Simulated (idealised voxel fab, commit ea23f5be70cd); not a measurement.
Documented hereafter: the process module known as voxel wiring stack.
In the cross-section labelled cut, the width is 210 nm and each square cell is 5 nm.
Cross-section layout: square cells on a grid; listed as bands, top to bottom; a band spans one or more cell rows.
First you get the band's top height and its bottom height, in nm, and then the materials it's made of, left to right, with each width in nm. If you see a single material with "all across", that one covers the band edge to edge. "air" is empty space.
All heights in this document are referenced to 0, defined as the level beneath which the wafer, as received, consists entirely of one material. The lowest band is not bounded below; it extends indefinitely downward and is written in the form "0 -> down".
Read "30..40" as a graded width: first number on top, second number at the bottom, same change between each pair of neighbouring rows.
Take "remained the same" at face value: in the step it is given for, the cross-section changed in none of its cells.
The entry "Cavities, sealed" lists the empty spaces that cover at least 8 cells and have no open path to the top. Each is written as width x height at distance, where the distance is measured from the left edge and all three values are in nm.
What comes after the settings on a step's line is commentary from the simulator itself on that step.
A step's line can hold "overlay nm"; with a mask on that step, the setting says how far right of the planned place the mask lay, while a negative setting says it lay to the left.

### The planned process steps are enumerated hereunder
1 RECEIVE (material Si)
2 CONFORMAL_DEP (material SiO2; thk nm 15)
3 DIRECTIONAL_DEP (material TiN; thk nm 5)
4 DIRECTIONAL_DEP (material W; thk nm 20)
5 DIRECTIONAL_DEP (material aC; thk nm 10)
6 PATTERN (tone cover; mask id METAL_1; material resist; width nm 20; pitch nm 40; thk nm 25; overlay nm 0)
7 DIRECTIONAL_ETCH (etch materials aC; depth nm 10)
8 STRIP (etch materials resist)
9 DIRECTIONAL_ETCH (etch materials W; depth nm 20)
10 DIRECTIONAL_ETCH (etch materials TiN; depth nm 5)
11 STRIP (etch materials aC)
12 CONFORMAL_DEP (material SiN; thk nm 5)
13 FILL_DEP (material lowk; thk nm 10)
14 CMP (height nm 40)
15 CONFORMAL_DEP (material SiCN; thk nm 5)
16 DIRECTIONAL_DEP (material lowk; thk nm 25)
17 PATTERN (tone open; mask id METAL_2; material resist; width nm 20; pitch nm 40; thk nm 15; overlay nm 0)
18 DIRECTIONAL_ETCH (etch materials lowk; depth nm 15)
19 STRIP (etch materials resist)
20 DIRECTIONAL_DEP (material aC; thk nm 15)
21 PATTERN (tone open; mask id METAL_2_HOLES; material resist; width nm 15; pitch nm 80; thk nm 30; overlay nm 0)
22 DIRECTIONAL_ETCH (etch materials aC; depth nm 15)
23 STRIP (etch materials resist)
24 DIRECTIONAL_ETCH (etch materials lowk; depth nm 10)
25 DIRECTIONAL_ETCH (etch materials SiCN; depth nm 5)
26 STRIP (etch materials aC)
27 CONFORMAL_DEP (material TiN; thk nm 5)
28 FILL_DEP (material Cu; thk nm 10)
29 CMP (height nm 70)
30 CONFORMAL_DEP (material SiCN; thk nm 5)
31 DIRECTIONAL_DEP (material lowk; thk nm 10)
32 MASKED_ETCH (tone open; mask id PLUG_2; width nm 15; pitch nm 80; etch materials lowk; depth nm 10; overlay nm 0)
33 MASKED_ETCH (tone open; mask id PLUG_2; width nm 15; pitch nm 80; etch materials SiCN; depth nm 5; overlay nm 0)
34 CONFORMAL_DEP (material TiN; thk nm 5)
35 FILL_DEP (material Cu; thk nm 10)
36 CMP (height nm 85)
37 CONFORMAL_DEP (material SiN; thk nm 5)
38 DIRECTIONAL_DEP (material SiO2; thk nm 20)
39 MASKED_ETCH (tone open; mask id METAL_3; width nm 20; pitch nm 40; etch materials SiO2; depth nm 20; overlay nm 0)
40 MASKED_ETCH (tone open; mask id METAL_3; width nm 20; pitch nm 40; etch materials SiN; depth nm 5; overlay nm 0)
41 CONFORMAL_DEP (material TiN; thk nm 5)
42 FILL_DEP (material Cu; thk nm 10)
43 CMP (height nm 110)
44 CONFORMAL_DEP (material SiCN; thk nm 5)
45 DIRECTIONAL_DEP (material lowk; thk nm 35)
46 PATTERN (tone open; mask id METAL_4_HOLES; material resist; width nm 15; pitch nm 40; thk nm 20; overlay nm 0)
47 DIRECTIONAL_ETCH (etch materials lowk; depth nm 35)
48 STRIP (etch materials resist)
49 DIRECTIONAL_DEP (material aC; thk nm 10)
50 PATTERN (tone open; mask id METAL_4; material resist; width nm 20; pitch nm 40; thk nm 25; overlay nm 0)
51 DIRECTIONAL_ETCH (etch materials aC; depth nm 10)
52 STRIP (etch materials resist)
53 DIRECTIONAL_ETCH (etch materials lowk; depth nm 20)
54 DIRECTIONAL_ETCH (etch materials SiCN; depth nm 5)
55 STRIP (etch materials aC)
56 CONFORMAL_DEP (material TiN; thk nm 5)
57 FILL_DEP (material Ru; thk nm 10)
58 CMP (height nm 150)
59 CONFORMAL_DEP (material SiN; thk nm 5)

### The first of a set of two wafers, run to plan

### Wafer as received: cross-section following step 1
    0 -> down  Si all across
    Cavities, sealed: none

### So this is the wafer cross-section right after step 2
    15 -> 0  SiO2 all across
    Unchanged below 0.

### So this is the wafer cross-section right after step 3
    20 -> 15  TiN all across
    Unchanged below 15.

### So this is the wafer cross-section right after step 4
    40 -> 20  W all across
    Unchanged below 20.

### So this is the wafer cross-section right after step 5
    50 -> 40  aC all across
    Unchanged below 40.

### So this is the wafer cross-section right after step 6
    75 -> 50  air (55); resist (20); air (20); resist (20); air (20); resist (20); air (55)
    Unchanged below 50.

### So this is the wafer cross-section right after step 7
    65 -> 50  air (55); resist (20); air (20); resist (20); air (20); resist (20); air (55)
    50 -> 40  air (55); aC (20); air (20); aC (20); air (20); aC (20); air (55)
    Unchanged below 40.

### So this is the wafer cross-section right after step 8
    50 -> 40  air (55); aC (20); air (20); aC (20); air (20); aC (20); air (55)
    Unchanged below 40.

### So this is the wafer cross-section right after step 9
    50 -> 40  air (55); aC (20); air (20); aC (20); air (20); aC (20); air (55)
    40 -> 20  air (55); W (20); air (20); W (20); air (20); W (20); air (55)
    Unchanged below 20.

### So this is the wafer cross-section right after step 10
    50 -> 40  air (55); aC (20); air (20); aC (20); air (20); aC (20); air (55)
    40 -> 20  air (55); W (20); air (20); W (20); air (20); W (20); air (55)
    20 -> 15  air (55); TiN (20); air (20); TiN (20); air (20); TiN (20); air (55)
    Unchanged below 15.

### So this is the wafer cross-section right after step 11
    40 -> 20  air (55); W (20); air (20); W (20); air (20); W (20); air (55)
    Unchanged below 20.

### So this is the wafer cross-section right after step 12
    45 -> 40  air (50); SiN (30); air (10); SiN (30); air (10); SiN (30); air (50)
    40 -> 20  air (50); SiN (5); W (20); SiN (5); air (10); SiN (5); W (20); SiN (5); air (10); SiN (5); W (20); SiN (5); air (50)
    20 -> 15  SiN (55); TiN (20); SiN (20); TiN (20); SiN (20); TiN (20); SiN (55)
    Unchanged below 15.

### So this is the wafer cross-section right after step 13
    55 -> 45  lowk all across
    45 -> 40  lowk (50); SiN (30); lowk (10); SiN (30); lowk (10); SiN (30); lowk (50)
    40 -> 20  lowk (50); SiN (5); W (20); SiN (5); lowk (10); SiN (5); W (20); SiN (5); lowk (10); SiN (5); W (20); SiN (5); lowk (50)
    Unchanged below 20.

### So this is the wafer cross-section right after step 14
    40 -> 20  lowk (50); SiN (5); W (20); SiN (5); lowk (10); SiN (5); W (20); SiN (5); lowk (10); SiN (5); W (20); SiN (5); lowk (50)
    Unchanged below 20.

### So this is the wafer cross-section right after step 15
    45 -> 40  SiCN all across
    Unchanged below 40.

### So this is the wafer cross-section right after step 16
    70 -> 45  lowk all across
    Unchanged below 45.

### So this is the wafer cross-section right after step 17
    85 -> 70  resist (55); air (20); resist (20); air (20); resist (20); air (20); resist (55)
    Unchanged below 70.

### So this is the wafer cross-section right after step 18
    85 -> 70  resist (55); air (20); resist (20); air (20); resist (20); air (20); resist (55)
    70 -> 55  lowk (55); air (20); lowk (20); air (20); lowk (20); air (20); lowk (55)
    Unchanged below 55.

### So this is the wafer cross-section right after step 19
    70 -> 55  lowk (55); air (20); lowk (20); air (20); lowk (20); air (20); lowk (55)
    Unchanged below 55.

### So this is the wafer cross-section right after step 20
    85 -> 70  aC (55); air (20); aC (20); air (20); aC (20); air (20); aC (55)
    70 -> 55  lowk (55); aC (20); lowk (20); aC (20); lowk (20); aC (20); lowk (55)
    Unchanged below 55.

### So this is the wafer cross-section right after step 21
    115 -> 85  resist (55); air (15); resist (65); air (15); resist (60)
    85 -> 70  aC (55); air (15); resist (5); aC (20); resist (20); aC (20); air (15); resist (5); aC (55)
    Unchanged below 70.

### So this is the wafer cross-section right after step 22
    100 -> 85  resist (55); air (15); resist (65); air (15); resist (60)
    85 -> 70  aC (55); air (15); resist (5); aC (20); resist (20); aC (20); air (15); resist (5); aC (55)
    70 -> 55  lowk (55); air (15); aC (5); lowk (20); aC (20); lowk (20); air (15); aC (5); lowk (55)
    Unchanged below 55.

### So this is the wafer cross-section right after step 23
    85 -> 70  aC (55); air (20); aC (20); air (20); aC (20); air (20); aC (55)
    Unchanged below 70.

### So this is the wafer cross-section right after step 24
    85 -> 70  aC (55); air (20); aC (20); air (20); aC (20); air (20); aC (55)
    70 -> 55  lowk (55); air (15); aC (5); lowk (20); aC (20); lowk (20); air (15); aC (5); lowk (55)
    55 -> 45  lowk (55); air (15); lowk (65); air (15); lowk (60)
    Unchanged below 45.

### So this is the wafer cross-section right after step 25
    85 -> 70  aC (55); air (20); aC (20); air (20); aC (20); air (20); aC (55)
    70 -> 55  lowk (55); air (15); aC (5); lowk (20); aC (20); lowk (20); air (15); aC (5); lowk (55)
    55 -> 45  lowk (55); air (15); lowk (65); air (15); lowk (60)
    45 -> 40  SiCN (55); air (15); SiCN (65); air (15); SiCN (60)
    Unchanged below 40.

### So this is the wafer cross-section right after step 26
    70 -> 55  lowk (55); air (20); lowk (20); air (20); lowk (20); air (20); lowk (55)
    Unchanged below 55.

### So this is the wafer cross-section right after step 27
    75 -> 70  TiN (60); air (10); TiN (30); air (10); TiN (30); air (10); TiN (60)
    70 -> 60  lowk (55); TiN (5); air (10); TiN (5); lowk (20); TiN (5); air (10); TiN (5); lowk (20); TiN (5); air (10); TiN (5); lowk (55)
    60 -> 55  lowk (55); TiN (5); air (5); TiN (10); lowk (20); TiN (20); lowk (20); TiN (5); air (5); TiN (10); lowk (55)
    55 -> 45  lowk (55); TiN (5); air (5); TiN (5); lowk (65); TiN (5); air (5); TiN (5); lowk (60)
    45 -> 40  SiCN (55); TiN (15); SiCN (65); TiN (15); SiCN (60)
    Unchanged below 40.

### So this is the wafer cross-section right after step 28
    85 -> 75  Cu all across
    75 -> 70  TiN (60); Cu (10); TiN (30); Cu (10); TiN (30); Cu (10); TiN (60)
    70 -> 60  lowk (55); TiN (5); Cu (10); TiN (5); lowk (20); TiN (5); Cu (10); TiN (5); lowk (20); TiN (5); Cu (10); TiN (5); lowk (55)
    60 -> 55  lowk (55); TiN (5); Cu (5); TiN (10); lowk (20); TiN (20); lowk (20); TiN (5); Cu (5); TiN (10); lowk (55)
    55 -> 45  lowk (55); TiN (5); Cu (5); TiN (5); lowk (65); TiN (5); Cu (5); TiN (5); lowk (60)
    Unchanged below 45.

### So this is the wafer cross-section right after step 29
    70 -> 60  lowk (55); TiN (5); Cu (10); TiN (5); lowk (20); TiN (5); Cu (10); TiN (5); lowk (20); TiN (5); Cu (10); TiN (5); lowk (55)
    Unchanged below 60.

### So this is the wafer cross-section right after step 30
    75 -> 70  SiCN all across
    Unchanged below 70.

### So this is the wafer cross-section right after step 31
    85 -> 75  lowk all across
    Unchanged below 75.

### So this is the wafer cross-section right after step 32
    85 -> 75  lowk (55); air (15); lowk (65); air (15); lowk (60)
    Unchanged below 75.

### So this is the wafer cross-section right after step 33
    85 -> 75  lowk (55); air (15); lowk (65); air (15); lowk (60)
    75 -> 70  SiCN (55); air (15); SiCN (65); air (15); SiCN (60)
    Unchanged below 70.

### So this is the wafer cross-section right after step 34
    90 -> 85  TiN (60); air (5); TiN (75); air (5); TiN (65)
    85 -> 75  lowk (55); TiN (5); air (5); TiN (5); lowk (65); TiN (5); air (5); TiN (5); lowk (60)
    75 -> 70  SiCN (55); TiN (15); SiCN (65); TiN (15); SiCN (60)
    Unchanged below 70.

### So this is the wafer cross-section right after step 35
    100 -> 90  Cu all across
    90 -> 85  TiN (60); Cu (5); TiN (75); Cu (5); TiN (65)
    85 -> 75  lowk (55); TiN (5); Cu (5); TiN (5); lowk (65); TiN (5); Cu (5); TiN (5); lowk (60)
    Unchanged below 75.

### So this is the wafer cross-section right after step 36
    85 -> 75  lowk (55); TiN (5); Cu (5); TiN (5); lowk (65); TiN (5); Cu (5); TiN (5); lowk (60)
    Unchanged below 75.

### So this is the wafer cross-section right after step 37
    90 -> 85  SiN all across
    Unchanged below 85.

### So this is the wafer cross-section right after step 38
    110 -> 90  SiO2 all across
    Unchanged below 90.

### So this is the wafer cross-section right after step 39
    110 -> 90  SiO2 (55); air (20); SiO2 (20); air (20); SiO2 (20); air (20); SiO2 (55)
    Unchanged below 90.

### So this is the wafer cross-section right after step 40
    110 -> 90  SiO2 (55); air (20); SiO2 (20); air (20); SiO2 (20); air (20); SiO2 (55)
    90 -> 85  SiN (55); air (20); SiN (20); air (20); SiN (20); air (20); SiN (55)
    Unchanged below 85.

### So this is the wafer cross-section right after step 41
    115 -> 110  TiN (60); air (10); TiN (30); air (10); TiN (30); air (10); TiN (60)
    110 -> 90  SiO2 (55); TiN (5); air (10); TiN (5); SiO2 (20); TiN (5); air (10); TiN (5); SiO2 (20); TiN (5); air (10); TiN (5); SiO2 (55)
    90 -> 85  SiN (55); TiN (20); SiN (20); TiN (20); SiN (20); TiN (20); SiN (55)
    Unchanged below 85.

### So this is the wafer cross-section right after step 42
    125 -> 115  Cu all across
    115 -> 110  TiN (60); Cu (10); TiN (30); Cu (10); TiN (30); Cu (10); TiN (60)
    110 -> 90  SiO2 (55); TiN (5); Cu (10); TiN (5); SiO2 (20); TiN (5); Cu (10); TiN (5); SiO2 (20); TiN (5); Cu (10); TiN (5); SiO2 (55)
    Unchanged below 90.

### So this is the wafer cross-section right after step 43
    110 -> 90  SiO2 (55); TiN (5); Cu (10); TiN (5); SiO2 (20); TiN (5); Cu (10); TiN (5); SiO2 (20); TiN (5); Cu (10); TiN (5); SiO2 (55)
    Unchanged below 90.

### So this is the wafer cross-section right after step 44
    115 -> 110  SiCN all across
    Unchanged below 110.

### So this is the wafer cross-section right after step 45
    150 -> 115  lowk all across
    Unchanged below 115.

### So this is the wafer cross-section right after step 46
    170 -> 150  resist (55); air (15); resist (25); air (15); resist (25); air (15); resist (60)
    Unchanged below 150.

### So this is the wafer cross-section right after step 47
    170 -> 150  resist (55); air (15); resist (25); air (15); resist (25); air (15); resist (60)
    150 -> 115  lowk (55); air (15); lowk (25); air (15); lowk (25); air (15); lowk (60)
    Unchanged below 115.

### So this is the wafer cross-section right after step 48
    150 -> 115  lowk (55); air (15); lowk (25); air (15); lowk (25); air (15); lowk (60)
    Unchanged below 115.

### So this is the wafer cross-section right after step 49
    160 -> 150  aC (55); air (15); aC (25); air (15); aC (25); air (15); aC (60)
    150 -> 125  lowk (55); air (15); lowk (25); air (15); lowk (25); air (15); lowk (60)
    125 -> 115  lowk (55); aC (15); lowk (25); aC (15); lowk (25); aC (15); lowk (60)
    Unchanged below 115.

### So this is the wafer cross-section right after step 50
    185 -> 160  resist (55); air (20); resist (20); air (20); resist (20); air (20); resist (55)
    Unchanged below 160.

### So this is the wafer cross-section right after step 51
    175 -> 160  resist (55); air (20); resist (20); air (20); resist (20); air (20); resist (55)
    160 -> 150  aC (55); air (20); aC (20); air (20); aC (20); air (20); aC (55)
    150 -> 115  lowk (55); air (15); lowk (25); air (15); lowk (25); air (15); lowk (60)
    Unchanged below 115.

### So this is the wafer cross-section right after step 52
    160 -> 150  aC (55); air (20); aC (20); air (20); aC (20); air (20); aC (55)
    Unchanged below 150.

### So this is the wafer cross-section right after step 53
    160 -> 150  aC (55); air (20); aC (20); air (20); aC (20); air (20); aC (55)
    150 -> 130  lowk (55); air (20); lowk (20); air (20); lowk (20); air (20); lowk (55)
    Unchanged below 130.

### So this is the wafer cross-section right after step 54
    160 -> 150  aC (55); air (20); aC (20); air (20); aC (20); air (20); aC (55)
    150 -> 130  lowk (55); air (20); lowk (20); air (20); lowk (20); air (20); lowk (55)
    130 -> 115  lowk (55); air (15); lowk (25); air (15); lowk (25); air (15); lowk (60)
    115 -> 110  SiCN (55); air (15); SiCN (25); air (15); SiCN (25); air (15); SiCN (60)
    Unchanged below 110.

### So this is the wafer cross-section right after step 55
    150 -> 130  lowk (55); air (20); lowk (20); air (20); lowk (20); air (20); lowk (55)
    Unchanged below 130.

### So this is the wafer cross-section right after step 56
    155 -> 150  TiN (60); air (10); TiN (30); air (10); TiN (30); air (10); TiN (60)
    150 -> 135  lowk (55); TiN (5); air (10); TiN (5); lowk (20); TiN (5); air (10); TiN (5); lowk (20); TiN (5); air (10); TiN (5); lowk (55)
    135 -> 130  lowk (55); TiN (5); air (5); TiN (10); lowk (20); TiN (5); air (5); TiN (10); lowk (20); TiN (5); air (5); TiN (10); lowk (55)
    130 -> 115  lowk (55); TiN (5); air (5); TiN (5); lowk (25); TiN (5); air (5); TiN (5); lowk (25); TiN (5); air (5); TiN (5); lowk (60)
    115 -> 110  SiCN (55); TiN (15); SiCN (25); TiN (15); SiCN (25); TiN (15); SiCN (60)
    Unchanged below 110.

### So this is the wafer cross-section right after step 57
    165 -> 155  Ru all across
    155 -> 150  TiN (60); Ru (10); TiN (30); Ru (10); TiN (30); Ru (10); TiN (60)
    150 -> 135  lowk (55); TiN (5); Ru (10); TiN (5); lowk (20); TiN (5); Ru (10); TiN (5); lowk (20); TiN (5); Ru (10); TiN (5); lowk (55)
    135 -> 130  lowk (55); TiN (5); Ru (5); TiN (10); lowk (20); TiN (5); Ru (5); TiN (10); lowk (20); TiN (5); Ru (5); TiN (10); lowk (55)
    130 -> 115  lowk (55); TiN (5); Ru (5); TiN (5); lowk (25); TiN (5); Ru (5); TiN (5); lowk (25); TiN (5); Ru (5); TiN (5); lowk (60)
    Unchanged below 115.

### So this is the wafer cross-section right after step 58
    150 -> 135  lowk (55); TiN (5); Ru (10); TiN (5); lowk (20); TiN (5); Ru (10); TiN (5); lowk (20); TiN (5); Ru (10); TiN (5); lowk (55)
    Unchanged below 135.

### So this is the wafer cross-section right after step 59
    155 -> 150  SiN all across
    Unchanged below 150.

### Wafer two: like wafer one in start and plan, but with one mistake in execution; identical up to and including step 36

### Look at the second wafer in cross-section at the time step 37 ought to have finished
    90 -> 85  W all across
    Unchanged below 85.

### Look at the second wafer in cross-section at the time step 38 ought to have finished
    110 -> 90  SiO2 all across
    Unchanged below 90.

### Look at the second wafer in cross-section at the time step 39 ought to have finished
    110 -> 90  SiO2 (55); air (20); SiO2 (20); air (20); SiO2 (20); air (20); SiO2 (55)
    Unchanged below 90.

Look at the second wafer in cross-section at the time step 40 ought to have finished: remained the same

### Look at the second wafer in cross-section at the time step 41 ought to have finished
    115 -> 110  TiN (60); air (10); TiN (30); air (10); TiN (30); air (10); TiN (60)
    110 -> 95  SiO2 (55); TiN (5); air (10); TiN (5); SiO2 (20); TiN (5); air (10); TiN (5); SiO2 (20); TiN (5); air (10); TiN (5); SiO2 (55)
    95 -> 90  SiO2 (55); TiN (20); SiO2 (20); TiN (20); SiO2 (20); TiN (20); SiO2 (55)
    Unchanged below 90.

### Look at the second wafer in cross-section at the time step 42 ought to have finished
    125 -> 115  Cu all across
    115 -> 110  TiN (60); Cu (10); TiN (30); Cu (10); TiN (30); Cu (10); TiN (60)
    110 -> 95  SiO2 (55); TiN (5); Cu (10); TiN (5); SiO2 (20); TiN (5); Cu (10); TiN (5); SiO2 (20); TiN (5); Cu (10); TiN (5); SiO2 (55)
    Unchanged below 95.

### Look at the second wafer in cross-section at the time step 43 ought to have finished
    110 -> 95  SiO2 (55); TiN (5); Cu (10); TiN (5); SiO2 (20); TiN (5); Cu (10); TiN (5); SiO2 (20); TiN (5); Cu (10); TiN (5); SiO2 (55)
    Unchanged below 95.

### Look at the second wafer in cross-section at the time step 44 ought to have finished
    115 -> 110  SiCN all across
    Unchanged below 110.

### Look at the second wafer in cross-section at the time step 45 ought to have finished
    150 -> 115  lowk all across
    Unchanged below 115.

### Look at the second wafer in cross-section at the time step 46 ought to have finished
    170 -> 150  resist (55); air (15); resist (25); air (15); resist (25); air (15); resist (60)
    Unchanged below 150.

### Look at the second wafer in cross-section at the time step 47 ought to have finished
    170 -> 150  resist (55); air (15); resist (25); air (15); resist (25); air (15); resist (60)
    150 -> 115  lowk (55); air (15); lowk (25); air (15); lowk (25); air (15); lowk (60)
    Unchanged below 115.

### Look at the second wafer in cross-section at the time step 48 ought to have finished
    150 -> 115  lowk (55); air (15); lowk (25); air (15); lowk (25); air (15); lowk (60)
    Unchanged below 115.

### Look at the second wafer in cross-section at the time step 49 ought to have finished
    160 -> 150  aC (55); air (15); aC (25); air (15); aC (25); air (15); aC (60)
    150 -> 125  lowk (55); air (15); lowk (25); air (15); lowk (25); air (15); lowk (60)
    125 -> 115  lowk (55); aC (15); lowk (25); aC (15); lowk (25); aC (15); lowk (60)
    Unchanged below 115.

### Look at the second wafer in cross-section at the time step 50 ought to have finished
    185 -> 160  resist (55); air (20); resist (20); air (20); resist (20); air (20); resist (55)
    Unchanged below 160.

### Look at the second wafer in cross-section at the time step 51 ought to have finished
    175 -> 160  resist (55); air (20); resist (20); air (20); resist (20); air (20); resist (55)
    160 -> 150  aC (55); air (20); aC (20); air (20); aC (20); air (20); aC (55)
    150 -> 115  lowk (55); air (15); lowk (25); air (15); lowk (25); air (15); lowk (60)
    Unchanged below 115.

### Look at the second wafer in cross-section at the time step 52 ought to have finished
    160 -> 150  aC (55); air (20); aC (20); air (20); aC (20); air (20); aC (55)
    Unchanged below 150.

### Look at the second wafer in cross-section at the time step 53 ought to have finished
    160 -> 150  aC (55); air (20); aC (20); air (20); aC (20); air (20); aC (55)
    150 -> 130  lowk (55); air (20); lowk (20); air (20); lowk (20); air (20); lowk (55)
    Unchanged below 130.

### Look at the second wafer in cross-section at the time step 54 ought to have finished
    160 -> 150  aC (55); air (20); aC (20); air (20); aC (20); air (20); aC (55)
    150 -> 130  lowk (55); air (20); lowk (20); air (20); lowk (20); air (20); lowk (55)
    130 -> 115  lowk (55); air (15); lowk (25); air (15); lowk (25); air (15); lowk (60)
    115 -> 110  SiCN (55); air (15); SiCN (25); air (15); SiCN (25); air (15); SiCN (60)
    Unchanged below 110.

### Look at the second wafer in cross-section at the time step 55 ought to have finished
    150 -> 130  lowk (55); air (20); lowk (20); air (20); lowk (20); air (20); lowk (55)
    Unchanged below 130.

### Look at the second wafer in cross-section at the time step 56 ought to have finished
    155 -> 150  TiN (60); air (10); TiN (30); air (10); TiN (30); air (10); TiN (60)
    150 -> 135  lowk (55); TiN (5); air (10); TiN (5); lowk (20); TiN (5); air (10); TiN (5); lowk (20); TiN (5); air (10); TiN (5); lowk (55)
    135 -> 130  lowk (55); TiN (5); air (5); TiN (10); lowk (20); TiN (5); air (5); TiN (10); lowk (20); TiN (5); air (5); TiN (10); lowk (55)
    130 -> 115  lowk (55); TiN (5); air (5); TiN (5); lowk (25); TiN (5); air (5); TiN (5); lowk (25); TiN (5); air (5); TiN (5); lowk (60)
    115 -> 110  SiCN (55); TiN (15); SiCN (25); TiN (15); SiCN (25); TiN (15); SiCN (60)
    Unchanged below 110.

### Look at the second wafer in cross-section at the time step 57 ought to have finished
    165 -> 155  Ru all across
    155 -> 150  TiN (60); Ru (10); TiN (30); Ru (10); TiN (30); Ru (10); TiN (60)
    150 -> 135  lowk (55); TiN (5); Ru (10); TiN (5); lowk (20); TiN (5); Ru (10); TiN (5); lowk (20); TiN (5); Ru (10); TiN (5); lowk (55)
    135 -> 130  lowk (55); TiN (5); Ru (5); TiN (10); lowk (20); TiN (5); Ru (5); TiN (10); lowk (20); TiN (5); Ru (5); TiN (10); lowk (55)
    130 -> 115  lowk (55); TiN (5); Ru (5); TiN (5); lowk (25); TiN (5); Ru (5); TiN (5); lowk (25); TiN (5); Ru (5); TiN (5); lowk (60)
    Unchanged below 115.

### Look at the second wafer in cross-section at the time step 58 ought to have finished
    150 -> 135  lowk (55); TiN (5); Ru (10); TiN (5); lowk (20); TiN (5); Ru (10); TiN (5); lowk (20); TiN (5); Ru (10); TiN (5); lowk (55)
    Unchanged below 135.

### Look at the second wafer in cross-section at the time step 59 ought to have finished
    155 -> 150  SiN all across
    Unchanged below 150.
Error vs. plan: step 37: run off-plan, actual operation and settings CONFORMAL_DEP (material W; thk nm 5)
FYI, end of process, the second wafer has more or fewer cells of some materials than the first: Cu: 6 fewer; SiN: 30 fewer; TiN: 6 fewer; W: 42 more
